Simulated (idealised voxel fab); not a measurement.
process module | voxel transistor to metal
Displayed cross-section: cut, width of 165 nm, square cells sized 5 nm.
In what follows, cross-sections appear as grids of square cells, described through bands that run from the top down, where every band is one or more rows of cells. The entry gives the band's vertical extent as a top height and a bottom height in nm, then its horizontal make-up as materials from left to right, each with a width in nm. "empty" stands for empty space; a single material marked "throughout" fills the band edge to edge. Basically, 0 is our baseline, since under it the wafer straight out of the box is all one material. The bottom band has no lower end and keeps on going down, so it looks like "0 -> down". Width: "30..40" (first number = top row, second number = bottom row, same change from row to row of cells). A step reported as "no modifications" is a step in which no cell of the cross-section changed. Voids not open to the top, 8 cells minimum: see "Unvented internal voids". Written width x height at distance; distance is from the left edge; nm. On a step's line, text after the settings is the simulator commenting on that step. "overlay nm", when on a step's line for a step with a mask, measures how far to the right of its planned place the mask lay; a negative measure means to the left.
### Planned step list for the process
1. op RECEIVE | material Si
2. op CONFORMAL_DEP | material SiO2 | thk nm 5
3. op CONFORMAL_DEP | material SiN | thk nm 10
4. op DIRECTIONAL_DEP | material aC | thk nm 15
5. op PATTERN | tone cover | mask id ACTIVE | material resist | width nm 105 | thk nm 30 | overlay nm 0
6. op DIRECTIONAL_ETCH | etch materials aC | depth nm 15
7. op STRIP | etch materials resist
8. op DIRECTIONAL_ETCH | etch materials SiN | depth nm 10
9. op DIRECTIONAL_ETCH | etch materials SiO2 | depth nm 5
10. op DIRECTIONAL_ETCH | etch materials Si | depth nm 35
11. op STRIP | etch materials aC
12. op FILL_DEP | material SiO2 | thk nm 10
13. op CMP | height nm 15
14. op SELECTIVE_ETCH | etch materials SiO2 | depth nm 5
15. op STRIP | etch materials SiN
16. op SELECTIVE_ETCH | etch materials SiO2 | depth nm 5
17. op OXIDIZE | depth nm 5
18. op DIRECTIONAL_DEP | material polySi | thk nm 30
19. op DIRECTIONAL_DEP | material SiCN | thk nm 10
20. op PATTERN | tone cover | mask id GATE | material resist | width nm 25 | thk nm 20 | overlay nm 0
21. op DIRECTIONAL_ETCH | etch materials SiCN | depth nm 20
22. op DIRECTIONAL_ETCH | etch materials polySi | depth nm 40
23. op STRIP | etch materials resist
24. op CONFORMAL_DEP | material SiN | thk nm 10
25. op DIRECTIONAL_ETCH | etch materials SiN | depth nm 10
26. op DIRECTIONAL_ETCH | etch materials SiO2 | depth nm 5
27. op DIRECTIONAL_ETCH | etch materials Si | depth nm 5
28. op EPI | material pSi | thk nm 5
29. op FILL_DEP | material SiO2 | thk nm 10
30. op CMP | height nm 40
31. op DIRECTIONAL_DEP | material SiO2 | thk nm 15
32. op PATTERN | tone open | mask id CONTACT | material resist | width nm 30 | pitch nm 65 | thk nm 20 | overlay nm 0
33. op DIRECTIONAL_ETCH | etch materials SiO2 | depth nm 60
34. op STRIP | etch materials resist
35. op CONFORMAL_DEP | material TiN | thk nm 5
36. op FILL_DEP | material Ru | thk nm 5
37. op CMP | height nm 55
38. op DIRECTIONAL_DEP | material TiN | thk nm 5
39. op DIRECTIONAL_DEP | material Ru | thk nm 20
40. op PATTERN | tone cover | mask id METAL_1 | material resist | width nm 15 | pitch nm 80 | thk nm 20 | overlay nm 0
41. op DIRECTIONAL_ETCH | etch materials Ru | depth nm 20
42. op DIRECTIONAL_ETCH | etch materials TiN | depth nm 5
43. op STRIP | etch materials resist
44. op CONFORMAL_DEP | material SiN | thk nm 5
45. op FILL_DEP | material lowk | thk nm 10
46. op CMP | height nm 80
47. op CONFORMAL_DEP | material SiN | thk nm 5
### First of two wafers: run as planned
### Shown in cross-section is the wafer as received, that is, as it stands after step 1
* 0 -> down  Si throughout
* Unvented internal voids: none
### State of the wafer after step 2, shown in cross-section
* 5 -> 0  SiO2 throughout
* Anything lower than 0 is untouched.
### State of the wafer after step 3, shown in cross-section
* 15 -> 5  SiN throughout
* Anything lower than 5 is untouched.
### State of the wafer after step 4, shown in cross-section
* 30 -> 15  aC throughout
* Anything lower than 15 is untouched.
### State of the wafer after step 5, shown in cross-section
* 60 -> 30  empty=30; resist=105; empty=30
* Anything lower than 30 is untouched.
### State of the wafer after step 6, shown in cross-section
* 45 -> 30  empty=30; resist=105; empty=30
* 30 -> 15  empty=30; aC=105; empty=30
* Anything lower than 15 is untouched.
### State of the wafer after step 7, shown in cross-section
* 30 -> 15  empty=30; aC=105; empty=30
* Anything lower than 15 is untouched.
### State of the wafer after step 8, shown in cross-section
* 30 -> 15  empty=30; aC=105; empty=30
* 15 -> 5  empty=30; SiN=105; empty=30
* Anything lower than 5 is untouched.
### State of the wafer after step 9, shown in cross-section
* 30 -> 15  empty=30; aC=105; empty=30
* 15 -> 5  empty=30; SiN=105; empty=30
* 5 -> 0  empty=30; SiO2=105; empty=30
* Anything lower than 0 is untouched.
### State of the wafer after step 10, shown in cross-section
* 30 -> 15  empty=30; aC=105; empty=30
* 15 -> 5  empty=30; SiN=105; empty=30
* 5 -> 0  empty=30; SiO2=105; empty=30
* 0 -> -35  empty=30; Si=105; empty=30
* Anything lower than -35 is untouched.
### State of the wafer after step 11, shown in cross-section
* 15 -> 5  empty=30; SiN=105; empty=30
* Anything lower than 5 is untouched.
### State of the wafer after step 12, shown in cross-section
* 25 -> 15  SiO2 throughout
* 15 -> 5  SiO2=30; SiN=105; SiO2=30
* 5 -> 0  SiO2 throughout
* 0 -> -35  SiO2=30; Si=105; SiO2=30
* Anything lower than -35 is untouched.
### State of the wafer after step 13, shown in cross-section
* 15 -> 5  SiO2=30; SiN=105; SiO2=30
* Anything lower than 5 is untouched.
### State of the wafer after step 14, shown in cross-section
* 15 -> 10  empty=30; SiN=105; empty=30
* Anything lower than 10 is untouched.
### State of the wafer after step 15, shown in cross-section
* 10 -> 5  SiO2=30; empty=105; SiO2=30
* Anything lower than 5 is untouched.
### State of the wafer after step 16, shown in cross-section
* 5 -> 0  SiO2=25; empty=115; SiO2=25
* Anything lower than 0 is untouched.
### State of the wafer after step 17, shown in cross-section
* 5 -> 0  SiO2=25; empty=115; SiO2=25
* 0 -> -5  SiO2 throughout
* Anything lower than -5 is untouched.
### State of the wafer after step 18, shown in cross-section
* 35 -> 30  polySi=25; empty=115; polySi=25
* 30 -> 5  polySi throughout
* 5 -> 0  SiO2=25; polySi=115; SiO2=25
* Anything lower than 0 is untouched.
### State of the wafer after step 19, shown in cross-section
* 45 -> 40  SiCN=25; empty=115; SiCN=25
* 40 -> 35  SiCN throughout
* 35 -> 30  polySi=25; SiCN=115; polySi=25
* Anything lower than 30 is untouched.
### State of the wafer after step 20, shown in cross-section
* 65 -> 45  empty=70; resist=25; empty=70
* 45 -> 40  SiCN=25; empty=45; resist=25; empty=45; SiCN=25
* Anything lower than 40 is untouched.
### State of the wafer after step 21, shown in cross-section
* 65 -> 40  empty=70; resist=25; empty=70
* 40 -> 35  empty=70; SiCN=25; empty=70
* 35 -> 30  polySi=25; empty=45; SiCN=25; empty=45; polySi=25
* Anything lower than 30 is untouched.
### State of the wafer after step 22, shown in cross-section
* 65 -> 40  empty=70; resist=25; empty=70
* 40 -> 30  empty=70; SiCN=25; empty=70
* 30 -> 5  empty=70; polySi=25; empty=70
* 5 -> 0  SiO2=25; empty=45; polySi=25; empty=45; SiO2=25
* Anything lower than 0 is untouched.
### State of the wafer after step 23, shown in cross-section
* 40 -> 30  empty=70; SiCN=25; empty=70
* Anything lower than 30 is untouched.
### State of the wafer after step 24, shown in cross-section
* 50 -> 40  empty=60; SiN=45; empty=60
* 40 -> 30  empty=60; SiN=10; SiCN=25; SiN=10; empty=60
* 30 -> 15  empty=60; SiN=10; polySi=25; SiN=10; empty=60
* 15 -> 10  SiN=35; empty=25; SiN=10; polySi=25; SiN=10; empty=25; SiN=35
* 10 -> 5  SiN=70; polySi=25; SiN=70
* 5 -> 0  SiO2=25; SiN=45; polySi=25; SiN=45; SiO2=25
* Anything lower than 0 is untouched.
### State of the wafer after step 25, shown in cross-section
* 40 -> 30  empty=60; SiN=10; SiCN=25; SiN=10; empty=60
* 30 -> 5  empty=60; SiN=10; polySi=25; SiN=10; empty=60
* 5 -> 0  SiO2=25; SiN=10; empty=25; SiN=10; polySi=25; SiN=10; empty=25; SiN=10; SiO2=25
* Anything lower than 0 is untouched.
### State of the wafer after step 26, shown in cross-section
* 40 -> 30  empty=60; SiN=10; SiCN=25; SiN=10; empty=60
* 30 -> 5  empty=60; SiN=10; polySi=25; SiN=10; empty=60
* 5 -> 0  empty=25; SiN=10; empty=25; SiN=10; polySi=25; SiN=10; empty=25; SiN=10; empty=25
* 0 -> -5  SiO2=35; empty=25; SiO2=45; empty=25; SiO2=35
* Anything lower than -5 is untouched.
### State of the wafer after step 27, shown in cross-section
* 40 -> 30  empty=60; SiN=10; SiCN=25; SiN=10; empty=60
* 30 -> 5  empty=60; SiN=10; polySi=25; SiN=10; empty=60
* 5 -> 0  empty=25; SiN=10; empty=25; SiN=10; polySi=25; SiN=10; empty=25; SiN=10; empty=25
* 0 -> -5  SiO2=35; empty=25; SiO2=45; empty=25; SiO2=35
* -5 -> -10  SiO2=30; Si=5; empty=25; Si=45; empty=25; Si=5; SiO2=30
* Anything lower than -10 is untouched.
### State of the wafer after step 28, shown in cross-section
* 40 -> 30  empty=60; SiN=10; SiCN=25; SiN=10; empty=60
* 30 -> 5  empty=60; SiN=10; polySi=25; SiN=10; empty=60
* 5 -> 0  empty=25; SiN=10; empty=25; SiN=10; polySi=25; SiN=10; empty=25; SiN=10; empty=25
* 0 -> -5  SiO2=35; pSi=5; empty=15; pSi=5; SiO2=45; pSi=5; empty=15; pSi=5; SiO2=35
* -5 -> -10  SiO2=30; Si=5; pSi=25; Si=45; pSi=25; Si=5; SiO2=30
* Anything lower than -10 is untouched.
### State of the wafer after step 29, shown in cross-section
* 50 -> 40  SiO2 throughout
* 40 -> 30  SiO2=60; SiN=10; SiCN=25; SiN=10; SiO2=60
* 30 -> 5  SiO2=60; SiN=10; polySi=25; SiN=10; SiO2=60
* 5 -> 0  SiO2=25; SiN=10; SiO2=25; SiN=10; polySi=25; SiN=10; SiO2=25; SiN=10; SiO2=25
* 0 -> -5  SiO2=35; pSi=5; SiO2=15; pSi=5; SiO2=45; pSi=5; SiO2=15; pSi=5; SiO2=35
* Anything lower than -5 is untouched.
### State of the wafer after step 30, shown in cross-section
* 40 -> 30  SiO2=60; SiN=10; SiCN=25; SiN=10; SiO2=60
* Anything lower than 30 is untouched.
### State of the wafer after step 31, shown in cross-section
* 55 -> 40  SiO2 throughout
* Anything lower than 40 is untouched.
### State of the wafer after step 32, shown in cross-section
* 75 -> 55  resist=35; empty=30; resist=35; empty=30; resist=35
* Anything lower than 55 is untouched.
### State of the wafer after step 33, shown in cross-section
* 75 -> 55  resist=35; empty=30; resist=35; empty=30; resist=35
* 55 -> 40  SiO2=35; empty=30; SiO2=35; empty=30; SiO2=35
* 40 -> 30  SiO2=35; empty=25; SiN=10; SiCN=25; SiN=10; empty=25; SiO2=35
* 30 -> 5  SiO2=35; empty=25; SiN=10; polySi=25; SiN=10; empty=25; SiO2=35
* 5 -> 0  SiO2=25; SiN=10; empty=25; SiN=10; polySi=25; SiN=10; empty=25; SiN=10; SiO2=25
* 0 -> -5  SiO2=35; pSi=5; empty=15; pSi=5; SiO2=45; pSi=5; empty=15; pSi=5; SiO2=35
* Anything lower than -5 is untouched.
### State of the wafer after step 34, shown in cross-section
* 55 -> 40  SiO2=35; empty=30; SiO2=35; empty=30; SiO2=35
* Anything lower than 40 is untouched.
### State of the wafer after step 35, shown in cross-section
* 60 -> 55  TiN=40; empty=20; TiN=45; empty=20; TiN=40
* 55 -> 45  SiO2=35; TiN=5; empty=20; TiN=5; SiO2=35; TiN=5; empty=20; TiN=5; SiO2=35
* 45 -> 40  SiO2=35; TiN=5; empty=15; TiN=10; SiO2=35; TiN=10; empty=15; TiN=5; SiO2=35
* 40 -> 30  SiO2=35; TiN=5; empty=15; TiN=5; SiN=10; SiCN=25; SiN=10; TiN=5; empty=15; TiN=5; SiO2=35
* 30 -> 5  SiO2=35; TiN=5; empty=15; TiN=5; SiN=10; polySi=25; SiN=10; TiN=5; empty=15; TiN=5; SiO2=35
* 5 -> 0  SiO2=25; SiN=10; TiN=10; empty=5; TiN=10; SiN=10; polySi=25; SiN=10; TiN=10; empty=5; TiN=10; SiN=10; SiO2=25
* 0 -> -5  SiO2=35; pSi=5; TiN=15; pSi=5; SiO2=45; pSi=5; TiN=15; pSi=5; SiO2=35
* Anything lower than -5 is untouched.
### State of the wafer after step 36, shown in cross-section
* 65 -> 60  Ru throughout
* 60 -> 55  TiN=40; Ru=20; TiN=45; Ru=20; TiN=40
* 55 -> 45  SiO2=35; TiN=5; Ru=20; TiN=5; SiO2=35; TiN=5; Ru=20; TiN=5; SiO2=35
* 45 -> 40  SiO2=35; TiN=5; Ru=15; TiN=10; SiO2=35; TiN=10; Ru=15; TiN=5; SiO2=35
* 40 -> 30  SiO2=35; TiN=5; Ru=15; TiN=5; SiN=10; SiCN=25; SiN=10; TiN=5; Ru=15; TiN=5; SiO2=35
* 30 -> 5  SiO2=35; TiN=5; Ru=15; TiN=5; SiN=10; polySi=25; SiN=10; TiN=5; Ru=15; TiN=5; SiO2=35
* 5 -> 0  SiO2=25; SiN=10; TiN=10; Ru=5; TiN=10; SiN=10; polySi=25; SiN=10; TiN=10; Ru=5; TiN=10; SiN=10; SiO2=25
* Anything lower than 0 is untouched.
### State of the wafer after step 37, shown in cross-section
* 55 -> 45  SiO2=35; TiN=5; Ru=20; TiN=5; SiO2=35; TiN=5; Ru=20; TiN=5; SiO2=35
* Anything lower than 45 is untouched.
### State of the wafer after step 38, shown in cross-section
* 60 -> 55  TiN throughout
* Anything lower than 55 is untouched.
### State of the wafer after step 39, shown in cross-section
* 80 -> 60  Ru throughout
* Anything lower than 60 is untouched.
### State of the wafer after step 40, shown in cross-section
* 100 -> 80  empty=35; resist=15; empty=65; resist=15; empty=35
* Anything lower than 80 is untouched.
### State of the wafer after step 41, shown in cross-section
* 100 -> 80  empty=35; resist=15; empty=65; resist=15; empty=35
* 80 -> 60  empty=35; Ru=15; empty=65; Ru=15; empty=35
* Anything lower than 60 is untouched.
### State of the wafer after step 42, shown in cross-section
* 100 -> 80  empty=35; resist=15; empty=65; resist=15; empty=35
* 80 -> 60  empty=35; Ru=15; empty=65; Ru=15; empty=35
* 60 -> 55  empty=35; TiN=15; empty=65; TiN=15; empty=35
* Anything lower than 55 is untouched.
### State of the wafer after step 43, shown in cross-section
* 80 -> 60  empty=35; Ru=15; empty=65; Ru=15; empty=35
* Anything lower than 60 is untouched.
### State of the wafer after step 44, shown in cross-section
* 85 -> 80  empty=30; SiN=25; empty=55; SiN=25; empty=30
* 80 -> 60  empty=30; SiN=5; Ru=15; SiN=5; empty=55; SiN=5; Ru=15; SiN=5; empty=30
* 60 -> 55  SiN=35; TiN=15; SiN=65; TiN=15; SiN=35
* Anything lower than 55 is untouched.
### State of the wafer after step 45, shown in cross-section
* 95 -> 85  lowk throughout
* 85 -> 80  lowk=30; SiN=25; lowk=55; SiN=25; lowk=30
* 80 -> 60  lowk=30; SiN=5; Ru=15; SiN=5; lowk=55; SiN=5; Ru=15; SiN=5; lowk=30
* Anything lower than 60 is untouched.
### State of the wafer after step 46, shown in cross-section
* 80 -> 60  lowk=30; SiN=5; Ru=15; SiN=5; lowk=55; SiN=5; Ru=15; SiN=5; lowk=30
* Anything lower than 60 is untouched.
### State of the wafer after step 47, shown in cross-section
* 85 -> 80  SiN throughout
* Anything lower than 80 is untouched.
### Companion wafer, the second of two: same beginning, same intended sequence, one mistake in carrying it out; through step 1 inclusive it tracks the first exactly
At the planned end of step 2, the second wafer in cross-section: no modifications
### At the planned end of step 3, the second wafer in cross-section
* 10 -> 0  SiN throughout
* Anything lower than 0 is untouched.
### At the planned end of step 4, the second wafer in cross-section
* 25 -> 10  aC throughout
* Anything lower than 10 is untouched.
### At the planned end of step 5, the second wafer in cross-section
* 55 -> 25  empty=30; resist=105; empty=30
* Anything lower than 25 is untouched.
### At the planned end of step 6, the second wafer in cross-section
* 40 -> 25  empty=30; resist=105; empty=30
* 25 -> 10  empty=30; aC=105; empty=30
* Anything lower than 10 is untouched.
### At the planned end of step 7, the second wafer in cross-section
* 25 -> 10  empty=30; aC=105; empty=30
* Anything lower than 10 is untouched.
### At the planned end of step 8, the second wafer in cross-section
* 25 -> 10  empty=30; aC=105; empty=30
* 10 -> 0  empty=30; SiN=105; empty=30
* Anything lower than 0 is untouched.
At the planned end of step 9, the second wafer in cross-section: no modifications
### At the planned end of step 10, the second wafer in cross-section
* 25 -> 10  empty=30; aC=105; empty=30
* 10 -> 0  empty=30; SiN=105; empty=30
* 0 -> -35  empty=30; Si=105; empty=30
* Anything lower than -35 is untouched.
### At the planned end of step 11, the second wafer in cross-section
* 10 -> 0  empty=30; SiN=105; empty=30
* Anything lower than 0 is untouched.
### At the planned end of step 12, the second wafer in cross-section
* 20 -> 10  SiO2 throughout
* 10 -> 0  SiO2=30; SiN=105; SiO2=30
* 0 -> -35  SiO2=30; Si=105; SiO2=30
* Anything lower than -35 is untouched.
### At the planned end of step 13, the second wafer in cross-section
* 15 -> 10  SiO2 throughout
* Anything lower than 10 is untouched.
### At the planned end of step 14, the second wafer in cross-section
* 10 -> 0  SiO2=30; SiN=105; SiO2=30
* Anything lower than 0 is untouched.
### At the planned end of step 15, the second wafer in cross-section
* 10 -> 0  SiO2=30; empty=105; SiO2=30
* Anything lower than 0 is untouched.
### At the planned end of step 16, the second wafer in cross-section
* 5 -> 0  SiO2=25; empty=115; SiO2=25
* 0 -> -5  SiO2=25; empty=5; Si=105; empty=5; SiO2=25
* Anything lower than -5 is untouched.
### At the planned end of step 17, the second wafer in cross-section
* 5 -> 0  SiO2=25; empty=115; SiO2=25
* 0 -> -5  SiO2=25; empty=5; SiO2=105; empty=5; SiO2=25
* -5 -> -10  SiO2=35; Si=95; SiO2=35
* Anything lower than -10 is untouched.
### At the planned end of step 18, the second wafer in cross-section
* 35 -> 30  polySi=25; empty=115; polySi=25
* 30 -> 25  polySi=25; empty=5; polySi=105; empty=5; polySi=25
* 25 -> 5  polySi throughout
* 5 -> 0  SiO2=25; polySi=115; SiO2=25
* 0 -> -5  SiO2=25; polySi=5; SiO2=105; polySi=5; SiO2=25
* Anything lower than -5 is untouched.
### At the planned end of step 19, the second wafer in cross-section
* 45 -> 40  SiCN=25; empty=115; SiCN=25
* 40 -> 35  SiCN=25; empty=5; SiCN=105; empty=5; SiCN=25
* 35 -> 30  polySi=25; SiCN=115; polySi=25
* 30 -> 25  polySi=25; SiCN=5; polySi=105; SiCN=5; polySi=25
* Anything lower than 25 is untouched.
### At the planned end of step 20, the second wafer in cross-section
* 65 -> 45  empty=70; resist=25; empty=70
* 45 -> 40  SiCN=25; empty=45; resist=25; empty=45; SiCN=25
* Anything lower than 40 is untouched.
### At the planned end of step 21, the second wafer in cross-section
* 65 -> 40  empty=70; resist=25; empty=70
* 40 -> 35  empty=70; SiCN=25; empty=70
* 35 -> 30  polySi=25; empty=45; SiCN=25; empty=45; polySi=25
* 30 -> 25  polySi=25; empty=5; polySi=105; empty=5; polySi=25
* Anything lower than 25 is untouched.
### At the planned end of step 22, the second wafer in cross-section
* 65 -> 40  empty=70; resist=25; empty=70
* 40 -> 30  empty=70; SiCN=25; empty=70
* 30 -> 5  empty=70; polySi=25; empty=70
* 5 -> 0  SiO2=25; empty=45; polySi=25; empty=45; SiO2=25
* 0 -> -5  SiO2=25; empty=5; SiO2=105; empty=5; SiO2=25
* Anything lower than -5 is untouched.
### At the planned end of step 23, the second wafer in cross-section
* 40 -> 30  empty=70; SiCN=25; empty=70
* Anything lower than 30 is untouched.
### At the planned end of step 24, the second wafer in cross-section
* 50 -> 40  empty=60; SiN=45; empty=60
* 40 -> 30  empty=60; SiN=10; SiCN=25; SiN=10; empty=60
* 30 -> 15  empty=60; SiN=10; polySi=25; SiN=10; empty=60
* 15 -> 10  SiN=35; empty=25; SiN=10; polySi=25; SiN=10; empty=25; SiN=35
* 10 -> 5  SiN=70; polySi=25; SiN=70
* 5 -> 0  SiO2=25; SiN=45; polySi=25; SiN=45; SiO2=25
* 0 -> -5  SiO2=25; SiN=5; SiO2=105; SiN=5; SiO2=25
* Anything lower than -5 is untouched.
### At the planned end of step 25, the second wafer in cross-section
* 40 -> 30  empty=60; SiN=10; SiCN=25; SiN=10; empty=60
* 30 -> 5  empty=60; SiN=10; polySi=25; SiN=10; empty=60
* 5 -> 0  SiO2=25; SiN=10; empty=25; SiN=10; polySi=25; SiN=10; empty=25; SiN=10; SiO2=25
* Anything lower than 0 is untouched.
### At the planned end of step 26, the second wafer in cross-section
* 40 -> 30  empty=60; SiN=10; SiCN=25; SiN=10; empty=60
* 30 -> 5  empty=60; SiN=10; polySi=25; SiN=10; empty=60
* 5 -> 0  empty=25; SiN=10; empty=25; SiN=10; polySi=25; SiN=10; empty=25; SiN=10; empty=25
* 0 -> -5  SiO2=25; SiN=5; SiO2=5; empty=25; SiO2=45; empty=25; SiO2=5; SiN=5; SiO2=25
* Anything lower than -5 is untouched.
### At the planned end of step 27, the second wafer in cross-section
* 40 -> 30  empty=60; SiN=10; SiCN=25; SiN=10; empty=60
* 30 -> 5  empty=60; SiN=10; polySi=25; SiN=10; empty=60
* 5 -> 0  empty=25; SiN=10; empty=25; SiN=10; polySi=25; SiN=10; empty=25; SiN=10; empty=25
* 0 -> -5  SiO2=25; SiN=5; SiO2=5; empty=25; SiO2=45; empty=25; SiO2=5; SiN=5; SiO2=25
* -5 -> -10  SiO2=35; empty=25; Si=45; empty=25; SiO2=35
* Anything lower than -10 is untouched.
### At the planned end of step 28, the second wafer in cross-section
* 40 -> 30  empty=60; SiN=10; SiCN=25; SiN=10; empty=60
* 30 -> 5  empty=60; SiN=10; polySi=25; SiN=10; empty=60
* 5 -> 0  empty=25; SiN=10; empty=25; SiN=10; polySi=25; SiN=10; empty=25; SiN=10; empty=25
* 0 -> -5  SiO2=25; SiN=5; SiO2=5; empty=20; pSi=5; SiO2=45; pSi=5; empty=20; SiO2=5; SiN=5; SiO2=25
* -5 -> -10  SiO2=35; pSi=25; Si=45; pSi=25; SiO2=35
* Anything lower than -10 is untouched.
### At the planned end of step 29, the second wafer in cross-section
* 50 -> 40  SiO2 throughout
* 40 -> 30  SiO2=60; SiN=10; SiCN=25; SiN=10; SiO2=60
* 30 -> 5  SiO2=60; SiN=10; polySi=25; SiN=10; SiO2=60
* 5 -> 0  SiO2=25; SiN=10; SiO2=25; SiN=10; polySi=25; SiN=10; SiO2=25; SiN=10; SiO2=25
* 0 -> -5  SiO2=25; SiN=5; SiO2=25; pSi=5; SiO2=45; pSi=5; SiO2=25; SiN=5; SiO2=25
* Anything lower than -5 is untouched.
### At the planned end of step 30, the second wafer in cross-section
* 40 -> 30  SiO2=60; SiN=10; SiCN=25; SiN=10; SiO2=60
* Anything lower than 30 is untouched.
### At the planned end of step 31, the second wafer in cross-section
* 55 -> 40  SiO2 throughout
* Anything lower than 40 is untouched.
### At the planned end of step 32, the second wafer in cross-section
* 75 -> 55  resist=35; empty=30; resist=35; empty=30; resist=35
* Anything lower than 55 is untouched.
### At the planned end of step 33, the second wafer in cross-section
* 75 -> 55  resist=35; empty=30; resist=35; empty=30; resist=35
* 55 -> 40  SiO2=35; empty=30; SiO2=35; empty=30; SiO2=35
* 40 -> 30  SiO2=35; empty=25; SiN=10; SiCN=25; SiN=10; empty=25; SiO2=35
* 30 -> 5  SiO2=35; empty=25; SiN=10; polySi=25; SiN=10; empty=25; SiO2=35
* 5 -> 0  SiO2=25; SiN=10; empty=25; SiN=10; polySi=25; SiN=10; empty=25; SiN=10; SiO2=25
* 0 -> -5  SiO2=25; SiN=5; SiO2=5; empty=20; pSi=5; SiO2=45; pSi=5; empty=20; SiO2=5; SiN=5; SiO2=25
* Anything lower than -5 is untouched.
### At the planned end of step 34, the second wafer in cross-section
* 55 -> 40  SiO2=35; empty=30; SiO2=35; empty=30; SiO2=35
* Anything lower than 40 is untouched.
### At the planned end of step 35, the second wafer in cross-section
* 60 -> 55  TiN=40; empty=20; TiN=45; empty=20; TiN=40
* 55 -> 45  SiO2=35; TiN=5; empty=20; TiN=5; SiO2=35; TiN=5; empty=20; TiN=5; SiO2=35
* 45 -> 40  SiO2=35; TiN=5; empty=15; TiN=10; SiO2=35; TiN=10; empty=15; TiN=5; SiO2=35
* 40 -> 30  SiO2=35; TiN=5; empty=15; TiN=5; SiN=10; SiCN=25; SiN=10; TiN=5; empty=15; TiN=5; SiO2=35
* 30 -> 5  SiO2=35; TiN=5; empty=15; TiN=5; SiN=10; polySi=25; SiN=10; TiN=5; empty=15; TiN=5; SiO2=35
* 5 -> 0  SiO2=25; SiN=10; TiN=5; empty=10; TiN=10; SiN=10; polySi=25; SiN=10; TiN=10; empty=10; TiN=5; SiN=10; SiO2=25
* 0 -> -5  SiO2=25; SiN=5; SiO2=5; TiN=20; pSi=5; SiO2=45; pSi=5; TiN=20; SiO2=5; SiN=5; SiO2=25
* Anything lower than -5 is untouched.
### At the planned end of step 36, the second wafer in cross-section
* 65 -> 60  Ru throughout
* 60 -> 55  TiN=40; Ru=20; TiN=45; Ru=20; TiN=40
* 55 -> 45  SiO2=35; TiN=5; Ru=20; TiN=5; SiO2=35; TiN=5; Ru=20; TiN=5; SiO2=35
* 45 -> 40  SiO2=35; TiN=5; Ru=15; TiN=10; SiO2=35; TiN=10; Ru=15; TiN=5; SiO2=35
* 40 -> 30  SiO2=35; TiN=5; Ru=15; TiN=5; SiN=10; SiCN=25; SiN=10; TiN=5; Ru=15; TiN=5; SiO2=35
* 30 -> 5  SiO2=35; TiN=5; Ru=15; TiN=5; SiN=10; polySi=25; SiN=10; TiN=5; Ru=15; TiN=5; SiO2=35
* 5 -> 0  SiO2=25; SiN=10; TiN=5; Ru=10; TiN=10; SiN=10; polySi=25; SiN=10; TiN=10; Ru=10; TiN=5; SiN=10; SiO2=25
* Anything lower than 0 is untouched.
### At the planned end of step 37, the second wafer in cross-section
* 55 -> 45  SiO2=35; TiN=5; Ru=20; TiN=5; SiO2=35; TiN=5; Ru=20; TiN=5; SiO2=35
* Anything lower than 45 is untouched.
### At the planned end of step 38, the second wafer in cross-section
* 60 -> 55  TiN throughout
* Anything lower than 55 is untouched.
### At the planned end of step 39, the second wafer in cross-section
* 80 -> 60  Ru throughout
* Anything lower than 60 is untouched.
### At the planned end of step 40, the second wafer in cross-section
* 100 -> 80  empty=35; resist=15; empty=65; resist=15; empty=35
* Anything lower than 80 is untouched.
### At the planned end of step 41, the second wafer in cross-section
* 100 -> 80  empty=35; resist=15; empty=65; resist=15; empty=35
* 80 -> 60  empty=35; Ru=15; empty=65; Ru=15; empty=35
* Anything lower than 60 is untouched.
### At the planned end of step 42, the second wafer in cross-section
* 100 -> 80  empty=35; resist=15; empty=65; resist=15; empty=35
* 80 -> 60  empty=35; Ru=15; empty=65; Ru=15; empty=35
* 60 -> 55  empty=35; TiN=15; empty=65; TiN=15; empty=35
* Anything lower than 55 is untouched.
### At the planned end of step 43, the second wafer in cross-section
* 80 -> 60  empty=35; Ru=15; empty=65; Ru=15; empty=35
* Anything lower than 60 is untouched.
### At the planned end of step 44, the second wafer in cross-section
* 85 -> 80  empty=30; SiN=25; empty=55; SiN=25; empty=30
* 80 -> 60  empty=30; SiN=5; Ru=15; SiN=5; empty=55; SiN=5; Ru=15; SiN=5; empty=30
* 60 -> 55  SiN=35; TiN=15; SiN=65; TiN=15; SiN=35
* Anything lower than 55 is untouched.
### At the planned end of step 45, the second wafer in cross-section
* 95 -> 85  lowk throughout
* 85 -> 80  lowk=30; SiN=25; lowk=55; SiN=25; lowk=30
* 80 -> 60  lowk=30; SiN=5; Ru=15; SiN=5; lowk=55; SiN=5; Ru=15; SiN=5; lowk=30
* Anything lower than 60 is untouched.
### At the planned end of step 46, the second wafer in cross-section
* 80 -> 60  lowk=30; SiN=5; Ru=15; SiN=5; lowk=55; SiN=5; Ru=15; SiN=5; lowk=30
* Anything lower than 60 is untouched.
### At the planned end of step 47, the second wafer in cross-section
* 85 -> 80  SiN throughout
* Anything lower than 80 is untouched.
Which mistake was made when the wafer was run? plan step 2 never ran because it was skipped
It is noted that, at the conclusion of processing, the second wafer exhibits a higher or lower cell count for certain materials relative to the first: Ru: 2 more; Si: 2 fewer; SiN: 2 more; pSi: 2 fewer
